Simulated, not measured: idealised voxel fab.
Herein follows the process module entitled voxel ribs on slabs.
Each square cell in cross-section cut measures 5 nm, and the section as a whole is 175 nm wide.
Each cross-section below is a grid of square cells, stated as bands in top-down order, with one or more rows of cells making up each band. Band: top and bottom heights (nm) first, top before bottom; then materials from left to right, widths in nm. "everywhere" marks a sole material filling the band edge to edge. "air" denotes empty space. It should be noted that heights are counted from 0, beneath which the wafer as supplied is of one material throughout, and that the lowest band possesses no lower boundary but continues downward, as written in "0 nm and below". When a width is written as two numbers, as in "30 to 40", the first number is the width in the top row of cells of the band and the second is the width in its bottom row, and the width changes by the same amount from each row to the next. You'll sometimes find "no change occurred" written for a step, and that's the way of saying that nowhere in the cross-section did a cell change during that step. Empty spaces counting at least 8 cells and having no open way to the top are listed in "Enclosed empty spaces". The notation width x height at distance is used for each, the distance being from the left edge and all three values in nm. Where a step's line continues beyond its settings, the continuation is a remark by the simulator itself on that step. "overlay nm", when on a step's line for a step with a mask, measures how far to the right of its planned place the mask lay; a negative measure means to the left.

# The steps planned for the process are as follows
| 1 | op RECEIVE | material Si |
| 2 | op DIRECTIONAL_DEP | material SiO2 | thk nm 30 |
| 3 | op DIRECTIONAL_DEP | material SiN | thk nm 15 |
| 4 | op DIRECTIONAL_DEP | material aC | thk nm 15 |
| 5 | op PATTERN | tone cover | mask id RIB | material resist | width nm 15 | thk nm 35 | overlay nm 0 |
| 6 | op DIRECTIONAL_ETCH | etch materials aC | depth nm 15 |
| 7 | op STRIP | etch materials resist |
| 8 | op DIRECTIONAL_ETCH | etch materials SiN | depth nm 5 |
| 9 | op STRIP | etch materials aC |
| 10 | op DIRECTIONAL_DEP | material aC | thk nm 15 |
| 11 | op PATTERN | tone cover | mask id SLAB | material resist | width nm 45 | thk nm 35 | overlay nm 0 |
| 12 | op DIRECTIONAL_ETCH | etch materials aC | depth nm 15 |
| 13 | op STRIP | etch materials resist |
| 14 | op DIRECTIONAL_ETCH | etch materials SiN | depth nm 10 |
| 15 | op STRIP | etch materials aC |
| 16 | op FILL_DEP | material SiO2 | thk nm 20 |
| 17 | op CMP | height nm 55 |
| 18 | op DIRECTIONAL_DEP | material W | thk nm 10 |
| 19 | op DIRECTIONAL_DEP | material aC | thk nm 10 |
| 20 | op PATTERN | tone cover | mask id HEATER | material resist | width nm 25 | thk nm 30 | overlay nm 0 |
| 21 | op DIRECTIONAL_ETCH | etch materials aC | depth nm 10 |
| 22 | op STRIP | etch materials resist |
| 23 | op DIRECTIONAL_ETCH | etch materials W | depth nm 10 |
| 24 | op STRIP | etch materials aC |
| 25 | op CONFORMAL_DEP | material SiN | thk nm 10 |

# Cross-section of the incoming wafer, state after step 1
	0 nm and below  Si everywhere
	Enclosed empty spaces: none

# End-of-module cross-section. Starting structure and process plan as above; one mistake made in running it
	75 nm to 65 nm  air: 75 / SiN: 45 / air: 55
	65 nm to 55 nm  SiN: 85 / W: 25 / SiN: 65
	55 nm to 45 nm  SiO2 everywhere
	45 nm to 40 nm  SiO2: 80 / SiN: 15 / SiO2: 80
	40 nm to 30 nm  SiO2: 65 / SiN: 45 / SiO2: 65
	30 nm to 0 nm  SiO2 everywhere
	0 nm and below  Si everywhere
	Enclosed empty spaces: none
What was done differently from what was planned? so step 20 ended up running with a different setting than we planned, it ran as op PATTERN | tone cover | mask id HEATER | material resist | width nm 25 | thk nm 30 | overlay nm 10
